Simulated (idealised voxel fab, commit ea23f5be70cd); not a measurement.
process module | voxel quadruple lines
cross-section cut | 270 nm wide | cells 5 nm
A cross-section is a grid of square cells, given in bands from the top down. A band is one or more rows of cells.
Each band's line starts with the height of the band's top and of its bottom, in nm. Then come its materials from left to right, each with its width in nm. One material with "throughout" fills the band from edge to edge. "air" is empty space.
Height 0 is the level under which the wafer as received is all one material. The lowest band goes on downwards, as in "0 down".
A width such as "30 to 40" changes by the same amount from each row of cells to the next, from the band's top row to its bottom row.
"no change" after a step means that no cell of the cross-section changed.
closed voids: empty space of 8 cells or more with no open way to the top, each as width x height at its distance from the left edge, in nm
after a step's settings: what the simulator itself notes on the step
overlay nm, on a step with a mask: how far to the right of its planned place the mask lay; to the left if negative
plan
1 op RECEIVE | material Si
2 op CONFORMAL_DEP | material Al2O3 | thk nm 10
3 op DIRECTIONAL_DEP | material TiN | thk nm 10
4 op DIRECTIONAL_DEP | material polySi | thk nm 15
5 op DIRECTIONAL_DEP | material aC | thk nm 25
6 op PATTERN | tone cover | mask id MANDREL | material resist | width nm 15 | pitch nm 60 | thk nm 30 | overlay nm 0
7 op DIRECTIONAL_ETCH | etch materials aC | depth nm 25
8 op STRIP | etch materials resist
9 op CONFORMAL_DEP | material SiO2 | thk nm 10
10 op DIRECTIONAL_ETCH | etch materials SiO2 | depth nm 10
11 op STRIP | etch materials aC
12 op DIRECTIONAL_ETCH | etch materials polySi | depth nm 15
13 op STRIP | etch materials SiO2
14 op CONFORMAL_DEP | material SiCN | thk nm 5
15 op DIRECTIONAL_ETCH | etch materials SiCN | depth nm 5
16 op STRIP | etch materials polySi
17 op DIRECTIONAL_ETCH | etch materials TiN | depth nm 10
18 op STRIP | etch materials SiCN
varied across the wafers: width nm of step 6. The plan shows the first wafer's value. All wafers start alike
first wafer as received, after step 1
  0 down: Si throughout
  closed voids: none
each wafer at the end: cells of each material gained (+) or lost (-) since it was received, then its closed voids
width nm 15 | +108 Al2O3 | +16 TiN | closed voids: none
width nm 20 | +108 Al2O3 | +16 TiN | closed voids: none
width nm 25 | +108 Al2O3 | +16 TiN | closed voids: none
width nm 30 | +108 Al2O3 | +16 TiN | closed voids: none
width nm 35 | +108 Al2O3 | +14 TiN | closed voids: none
